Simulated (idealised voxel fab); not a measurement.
The process module that follows is named voxel gate over fins.
Xsec cut, 280 nm wide, square cell size 5 nm.
We lay out every cross-section as a grid of square cells and spell it out in bands from the top down, where one band means one or more rows of cells. The entry gives the band's vertical extent as a top height and a bottom height in nm, then its horizontal make-up as materials from left to right, each with a width in nm. "empty" stands for empty space; a single material marked "edge to edge" fills the band edge to edge. The reference from which all heights are counted is 0, the level beneath which the as-received wafer is entirely one material; the lowest band, having no lower bound, proceeds downward and is written after the example "0 down". A width such as "30->40" changes by the same amount from each row of cells to the next, from the band's top row to its bottom row. It should be understood that the words "changes: none", when stated for a given step, signify that the cross-section underwent no change in any of its cells during that step. "Entrapped voids" means: voids of 8 cells or more that are shut off from the top with no open way through. Written width x height at distance, distance from the left edge, in nm. On a step's line, text after the settings is the simulator commenting on that step. If you see "overlay nm" on a step's line and that step has a mask, it's telling you how far right of where it was planned the mask ended up; a negative number means it went left instead.

STEPS IN THE PROCESS PLAN
1) RECEIVE, material Si
2) CONFORMAL_DEP, material SiN, thk nm 5
3) PATTERN, tone cover, mask id FINS, material resist, width nm 15, pitch nm 35, thk nm 15, overlay nm 0
4) DIRECTIONAL_ETCH, etch materials SiN, depth nm 5
5) DIRECTIONAL_ETCH, etch materials Si, depth nm 40
6) STRIP, etch materials resist
7) OXIDIZE, depth nm 5
8) FILL_DEP, material SiO2, thk nm 15
9) CMP, height nm 5
10) SELECTIVE_ETCH, etch materials SiO2, depth nm 15
11) STRIP, etch materials SiN
12) CONFORMAL_DEP, material HfO2, thk nm 5
13) CONFORMAL_DEP, material TiN, thk nm 5
14) CONFORMAL_DEP, material TiAl, thk nm 5
15) CONFORMAL_DEP, material TiN, thk nm 5
16) FILL_DEP, material W, thk nm 10
17) CMP, height nm 25
18) CONFORMAL_DEP, material SiN, thk nm 10
Where the wafers of this document differ is in the thk nm of step 14; they start out the same, and the plan states the value that applied to the first wafer.

AS RECEIVED, I.E. AFTER STEP 1: CROSS-SECTION THROUGH THE FIRST OF SEVERAL WAFERS
- 0 down  Si edge to edge
- Entrapped voids: none

THE FOLLOWING TABLE CONTAINS A ROW PER WAFER, IN WHICH ARE REPORTED, AT THE CONCLUSION OF THE MODULE, THE CELLS OF EACH MATERIAL GAINED (+) OR LOST (-) SINCE THE WAFER'S RECEIPT, WITH ITS CLOSED VOIDS GIVEN THEREAFTER
thk nm 5; +68 HfO2; -477 Si; +112 SiN; +371 SiO2; +68 TiAl; +128 TiN; +122 W; Entrapped voids: none
thk nm 10; +68 HfO2; -477 Si; +112 SiN; +371 SiO2; +128 TiAl; +128 TiN; +62 W; Entrapped voids: none
thk nm 15; +68 HfO2; -477 Si; +112 SiN; +371 SiO2; +188 TiAl; +101 TiN; +29 W; Entrapped voids: none
thk nm 20; +68 HfO2; -477 Si; +112 SiN; +371 SiO2; +221 TiAl; +97 TiN; Entrapped voids: none
